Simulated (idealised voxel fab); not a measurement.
process module | voxel released beams
cross-section cut | 240 nm wide | cells 5 nm
A cross-section is a grid of square cells, given in bands from the top down. A band is one or more rows of cells.
Each band's line starts with the height of the band's top and of its bottom, in nm. Then come its materials from left to right, each with its width in nm. One material with "throughout" fills the band from edge to edge. "air" is empty space.
Height 0 is the level under which the wafer as received is all one material. The lowest band goes on downwards, as in "0 down".
A width such as "30 to 40" changes by the same amount from each row of cells to the next, from the band's top row to its bottom row.
"no change" after a step means that no cell of the cross-section changed.
closed voids: empty space of 8 cells or more with no open way to the top, each as width x height at its distance from the left edge, in nm
after a step's settings: what the simulator itself notes on the step
overlay nm, on a step with a mask: how far to the right of its planned place the mask lay; to the left if negative
plan
1 op RECEIVE | material Si
2 op CONFORMAL_DEP | material Al2O3 | thk nm 5
3 op DIRECTIONAL_DEP | material SiO2 | thk nm 20
4 op MASKED_ETCH | tone open | mask id ANCHOR | width nm 25 | etch materials SiO2 | depth nm 20 | overlay nm 0
5 op CONFORMAL_DEP | material polySi | thk nm 10
6 op MASKED_ETCH | tone cover | mask id BEAM | width nm 110 | etch materials polySi | depth nm 10 | overlay nm 0
7 op STRIP | etch materials SiO2
as received, after step 1
  0 down: Si throughout
  closed voids: none
first wafer at the end, as planned
  35 to 25: air 60 | polySi 15 | air 5 | polySi 90 | air 70
  25 to 15: air 65 | polySi 10 | air 5 | polySi 10 | air 150
  15 to 5: air 65 | polySi 25 | air 150
  5 to 0: Al2O3 throughout
  0 down: Si throughout
  closed voids: none
second wafer at the end: like start, like plan, one mistake
  40 to 30: air 60 | polySi 110 | air 70
  30 to 25: polySi throughout
  25 to 5: SiO2 65 | polySi 25 | SiO2 150
  5 to 0: Al2O3 throughout
  0 down: Si throughout
  closed voids: none
what went wrong: step 5 ran as: op CONFORMAL_DEP | material polySi | thk nm 15
at the end the second wafer has, in cells: 172 more of SiO2 | 52 more of polySi
